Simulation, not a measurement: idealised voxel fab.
A process module follows: voxel double patterning.
The cross-section shown here is cut; it is 290 nm wide and divided into square cells measuring 5 nm on a side.
Just so we're on the same page, the cross-sections are grids of square cells, and they're listed out in bands top to bottom, each band one or more rows deep. Band: top and bottom heights (nm) first, top before bottom; then materials from left to right, widths in nm. "throughout" marks a sole material filling the band edge to edge. "empty" denotes empty space. We count height from 0. Below that, the starting wafer is all one material. The lowest band never ends at the bottom but goes on down; see "0 nm and below" for how that is written. The width entry "30 to 40" should be interpreted row by row: the top row of cells in the band takes the first number, the bottom row takes the second number, and the change between adjacent rows is uniform throughout. Where the words "no modifications" appear for a step, the cross-section shows no cell changed by that step; every cell remained as before. This entry, "Internal closed voids", enumerates those empty regions of no fewer than 8 cells that possess no open connection to the top. Each region is reported in the form width x height at distance, the distance being taken from the left edge, with all three quantities expressed in nm. Where a step's line continues beyond its settings, the continuation is a remark by the simulator itself on that step. On any step carrying a mask, the "overlay nm" setting, if present on the step's line, tells how far right of its planned place the mask lay; negative values point to the left.

# Steps in the process plan
1: RECEIVE with material Si
2: CONFORMAL_DEP with material SiO2, thk nm 10
3: DIRECTIONAL_DEP with material TiN, thk nm 10
4: DIRECTIONAL_DEP with material SiN, thk nm 10
5: DIRECTIONAL_DEP with material aC, thk nm 15
6: PATTERN with tone open, mask id FIRST, material resist, width nm 15, pitch nm 50, thk nm 30, overlay nm 0
7: DIRECTIONAL_ETCH with etch materials aC, depth nm 15
8: STRIP with etch materials resist
9: DIRECTIONAL_ETCH with etch materials SiN, depth nm 10
10: STRIP with etch materials aC
11: PATTERN with tone open, mask id SECOND, material resist, width nm 15, thk nm 20, overlay nm 0
12: DIRECTIONAL_ETCH with etch materials SiN, depth nm 10
13: STRIP with etch materials resist
14: DIRECTIONAL_ETCH with etch materials TiN, depth nm 10
15: STRIP with etch materials SiN

# First out of two wafers; run went to plan

# Wafer at receipt (post step 1), cross-section
0 nm and below  Si throughout
Internal closed voids: none

# Cross-section of the wafer subsequent to step 2
10 nm to 0 nm  SiO2 throughout
Everything below 0 is unchanged.

# Cross-section of the wafer subsequent to step 3
20 nm to 10 nm  TiN throughout
Everything below 10 is unchanged.

# Cross-section of the wafer subsequent to step 4
30 nm to 20 nm  SiN throughout
Everything below 20 is unchanged.

# Cross-section of the wafer subsequent to step 5
45 nm to 30 nm  aC throughout
Everything below 30 is unchanged.

# Cross-section of the wafer subsequent to step 6
75 nm to 45 nm  110 resist, then 15 empty, then 35 resist, then 15 empty, then 115 resist
Everything below 45 is unchanged.

# Cross-section of the wafer subsequent to step 7
60 nm to 45 nm  110 resist, then 15 empty, then 35 resist, then 15 empty, then 115 resist
45 nm to 30 nm  110 aC, then 15 empty, then 35 aC, then 15 empty, then 115 aC
Everything below 30 is unchanged.

# Cross-section of the wafer subsequent to step 8
45 nm to 30 nm  110 aC, then 15 empty, then 35 aC, then 15 empty, then 115 aC
Everything below 30 is unchanged.

# Cross-section of the wafer subsequent to step 9
45 nm to 30 nm  110 aC, then 15 empty, then 35 aC, then 15 empty, then 115 aC
30 nm to 20 nm  110 SiN, then 15 empty, then 35 SiN, then 15 empty, then 115 SiN
Everything below 20 is unchanged.

# Cross-section of the wafer subsequent to step 10
30 nm to 20 nm  110 SiN, then 15 empty, then 35 SiN, then 15 empty, then 115 SiN
Everything below 20 is unchanged.

# Cross-section of the wafer subsequent to step 11
50 nm to 30 nm  135 resist, then 15 empty, then 140 resist
30 nm to 20 nm  110 SiN, then 15 resist, then 35 SiN, then 15 resist, then 115 SiN
Everything below 20 is unchanged.

# Cross-section of the wafer subsequent to step 12
50 nm to 30 nm  135 resist, then 15 empty, then 140 resist
30 nm to 20 nm  110 SiN, then 15 resist, then 10 SiN, then 15 empty, then 10 SiN, then 15 resist, then 115 SiN
Everything below 20 is unchanged.

# Cross-section of the wafer subsequent to step 13
30 nm to 20 nm  110 SiN, then 15 empty, then 10 SiN, then 15 empty, then 10 SiN, then 15 empty, then 115 SiN
Everything below 20 is unchanged.

# Cross-section of the wafer subsequent to step 14
30 nm to 20 nm  110 SiN, then 15 empty, then 10 SiN, then 15 empty, then 10 SiN, then 15 empty, then 115 SiN
20 nm to 10 nm  110 TiN, then 15 empty, then 10 TiN, then 15 empty, then 10 TiN, then 15 empty, then 115 TiN
Everything below 10 is unchanged.

# Cross-section of the wafer subsequent to step 15
20 nm to 10 nm  110 TiN, then 15 empty, then 10 TiN, then 15 empty, then 10 TiN, then 15 empty, then 115 TiN
Everything below 10 is unchanged.

# What follows concerns the second wafer, which started out like the first and was meant to follow the very same plan; one mistake crept in when it was run, but everything up to and including step 10 is the same as for the first wafer

# Cross-section of the second wafer when, according to plan, step 11 should have finished
50 nm to 30 nm  125 resist, then 15 empty, then 150 resist
30 nm to 20 nm  110 SiN, then 15 resist, then 35 SiN, then 15 resist, then 115 SiN
Everything below 20 is unchanged.

# Cross-section of the second wafer when, according to plan, step 12 should have finished
50 nm to 30 nm  125 resist, then 15 empty, then 150 resist
30 nm to 20 nm  110 SiN, then 15 resist, then 15 empty, then 20 SiN, then 15 resist, then 115 SiN
Everything below 20 is unchanged.

# Cross-section of the second wafer when, according to plan, step 13 should have finished
30 nm to 20 nm  110 SiN, then 30 empty, then 20 SiN, then 15 empty, then 115 SiN
Everything below 20 is unchanged.

# Cross-section of the second wafer when, according to plan, step 14 should have finished
30 nm to 20 nm  110 SiN, then 30 empty, then 20 SiN, then 15 empty, then 115 SiN
20 nm to 10 nm  110 TiN, then 30 empty, then 20 TiN, then 15 empty, then 115 TiN
Everything below 10 is unchanged.

# Cross-section of the second wafer when, according to plan, step 15 should have finished
20 nm to 10 nm  110 TiN, then 30 empty, then 20 TiN, then 15 empty, then 115 TiN
Everything below 10 is unchanged.
Against the plan, the run slipped here: rather than as planned, step 11 actually ran as PATTERN with tone open, mask id SECOND, material resist, width nm 15, thk nm 20, overlay nm -10
In the final comparison it is observed that the number of cells assigned to each material is identical for the two wafers, whereas their placement is not.
